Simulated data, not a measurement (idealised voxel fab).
process module | voxel wiring stack
Pictured: cross-section cut, 235 nm wide, on a grid of 5 nm square cells.
Square cells in a grid make up a cross-section in this document, and the grid is given as bands, listed from the top down, each one or more rows of cells.
The entry gives the band's vertical extent as a top height and a bottom height in nm, then its horizontal make-up as materials from left to right, each with a width in nm. "air" stands for empty space; a single material marked "everywhere" fills the band edge to edge.
Basically, 0 is our baseline, since under it the wafer straight out of the box is all one material. The bottom band has no lower end and keeps on going down, so it looks like "z 0 and below".
The expression "30->40" gives the width at the extremes of the band, the first number at its top row of cells and the second at its bottom row, with the width changing by equal amounts from each row to the next in between.
The cross-section has no changed cell in any step marked "no alterations made".
Listed in "Trapped void list": every empty space of 8 or more cells without an open way to the top. Form: width x height at distance, the distance being from the left edge, all in nm.
What comes after the settings on a step's line is commentary from the simulator itself on that step.
When a step includes a mask, the "overlay nm" setting on its line states how far to the right of its planned place that mask lay, and negative values state how far to the left.
The steps planned for the process are as follows:
| 1 | op RECEIVE | material Si |
| 2 | op CONFORMAL_DEP | material SiO2 | thk nm 10 |
| 3 | op CONFORMAL_DEP | material SiCN | thk nm 5 |
| 4 | op DIRECTIONAL_DEP | material lowk | thk nm 20 |
| 5 | op DIRECTIONAL_DEP | material aC | thk nm 10 |
| 6 | op PATTERN | tone open | mask id METAL_1 | material resist | width nm 20 | pitch nm 40 | thk nm 30 | overlay nm 0 |
| 7 | op DIRECTIONAL_ETCH | etch materials aC | depth nm 10 |
| 8 | op STRIP | etch materials resist |
| 9 | op DIRECTIONAL_ETCH | etch materials lowk | depth nm 20 |
| 10 | op DIRECTIONAL_ETCH | etch materials SiCN | depth nm 5 |
| 11 | op STRIP | etch materials aC |
| 12 | op CONFORMAL_DEP | material TiN | thk nm 5 |
| 13 | op FILL_DEP | material Cu | thk nm 5 |
| 14 | op CMP | height nm 35 |
| 15 | op CONFORMAL_DEP | material SiCN | thk nm 5 |
| 16 | op DIRECTIONAL_DEP | material lowk | thk nm 30 |
| 17 | op MASKED_ETCH | tone open | mask id METAL_2_HOLES | width nm 15 | pitch nm 40 | etch materials lowk | depth nm 30 | overlay nm 0 |
| 18 | op MASKED_ETCH | tone open | mask id METAL_2 | width nm 20 | pitch nm 40 | etch materials lowk | depth nm 20 | overlay nm 0 |
| 19 | op MASKED_ETCH | tone open | mask id METAL_2 | width nm 20 | pitch nm 40 | etch materials SiCN | depth nm 5 | overlay nm -15 |
| 20 | op CONFORMAL_DEP | material TiN | thk nm 5 |
| 21 | op FILL_DEP | material Ru | thk nm 10 |
| 22 | op CMP | height nm 70 |
| 23 | op CONFORMAL_DEP | material SiCN | thk nm 5 |
Keep in mind the plan's value for the overlay nm of step 19 comes from the first wafer; the wafers don't share that setting, but they do share the same starting point.
Received wafers, first of several: cross-section after step 1:
* z 0 and below  Si everywhere
* Trapped void list: none
Per wafer (row), end of module: delta in cells per material since receipt, (+) for gained, (-) for lost; closed voids after that:
overlay nm -15, +16 Cu, +16 Ru, +131 SiCN, +94 SiO2, +54 TiN, +394 lowk, Trapped void list: none
overlay nm -10, +16 Cu, +16 Ru, +129 SiCN, +94 SiO2, +56 TiN, +394 lowk, Trapped void list: none
overlay nm -5, +16 Cu, +18 Ru, +127 SiCN, +94 SiO2, +56 TiN, +394 lowk, Trapped void list: none
overlay nm 0, +16 Cu, +18 Ru, +127 SiCN, +94 SiO2, +56 TiN, +394 lowk, Trapped void list: none
overlay nm 5, +16 Cu, +16 Ru, +129 SiCN, +94 SiO2, +56 TiN, +394 lowk, Trapped void list: none
overlay nm 10, +16 Cu, +16 Ru, +131 SiCN, +94 SiO2, +54 TiN, +394 lowk, Trapped void list: none
overlay nm 15, +16 Cu, +16 Ru, +133 SiCN, +94 SiO2, +52 TiN, +394 lowk, Trapped void list: none
